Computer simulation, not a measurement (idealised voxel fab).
The following is a process module called voxel released beams.
The width of the displayed cross-section, cut, is 140 nm; its cells are square, with a size of 5 nm.
We lay out every cross-section as a grid of square cells and spell it out in bands from the top down, where one band means one or more rows of cells.
Top height, bottom height, nm. Materials left to right, width each, nm. Single material + "edge to edge" = fills band edge to edge. "empty" = empty.
Note: height 0 marks the level under which the wafer is uniformly one material as received. Lowest band unbounded below, written "0..down".
A width such as "30 to 40" changes by the same amount from each row of cells to the next, from the band's top row to its bottom row.
Key: "nothing altered" - step with no changed cell in the cross-section.
Enclosed voids (no open way to top), threshold 8 cells or more, entry "Closed void entries", notation width x height at distance, distance from left edge, nm.
Whatever follows a step's settings on its line is a remark the simulator itself makes about that step.
overlay nm: mask right of planned place by this much (step with mask). Neg. = left.

Process steps foreseen in the plan:
1: RECEIVE [material Si]
2: CONFORMAL_DEP [material SiN] [thk nm 5]
3: DIRECTIONAL_DEP [material SiO2] [thk nm 10]
4: DIRECTIONAL_DEP [material aC] [thk nm 15]
5: PATTERN [tone open] [mask id ANCHOR] [material resist] [width nm 15] [thk nm 30] [overlay nm 0]
6: DIRECTIONAL_ETCH [etch materials aC] [depth nm 15]
7: STRIP [etch materials resist]
8: DIRECTIONAL_ETCH [etch materials SiO2] [depth nm 10]
9: STRIP [etch materials aC]
10: CONFORMAL_DEP [material W] [thk nm 10]
11: MASKED_ETCH [tone cover] [mask id BEAM] [width nm 70] [etch materials W] [depth nm 10] [overlay nm 0]
12: STRIP [etch materials SiO2]
The wafers are alike at the start. At step 5, their width nm differs. The plan lists the first wafer's value.

First of several wafers (as received, post step 1), cross-sectional view:
* 0..down  Si edge to edge
* Closed void entries: none

first wafer at the end, after step 12:
* 25..15  empty 30 nm, W 70 nm, empty 40 nm
* 15..5  empty 40 nm, W 15 nm, empty 85 nm
* 5..0  SiN edge to edge
* 0..down  Si edge to edge
* Closed void entries: none

Here's the last wafer cross-sectioned at the end of the module:
* 25..15  empty 30 nm, W 10 nm, empty 20 nm, W 40 nm, empty 40 nm
* 15..5  empty 30 nm, W 40 nm, empty 70 nm
* 5..0  SiN edge to edge
* 0..down  Si edge to edge
* Closed void entries: none

Quick key for the table: a row per wafer, taken at the end of the module. For each material it tells you how many cells the wafer gained (+) or lost (-) since it came in, and the closed voids come after:
width nm 15; +28 SiN; +34 W; Closed void entries: none
width nm 20; +28 SiN; +36 W; Closed void entries: none
width nm 25; +28 SiN; +36 W; Closed void entries: none
width nm 30; +28 SiN; +36 W; Closed void entries: none
width nm 35; +28 SiN; +36 W; Closed void entries: none
width nm 40; +28 SiN; +36 W; Closed void entries: none
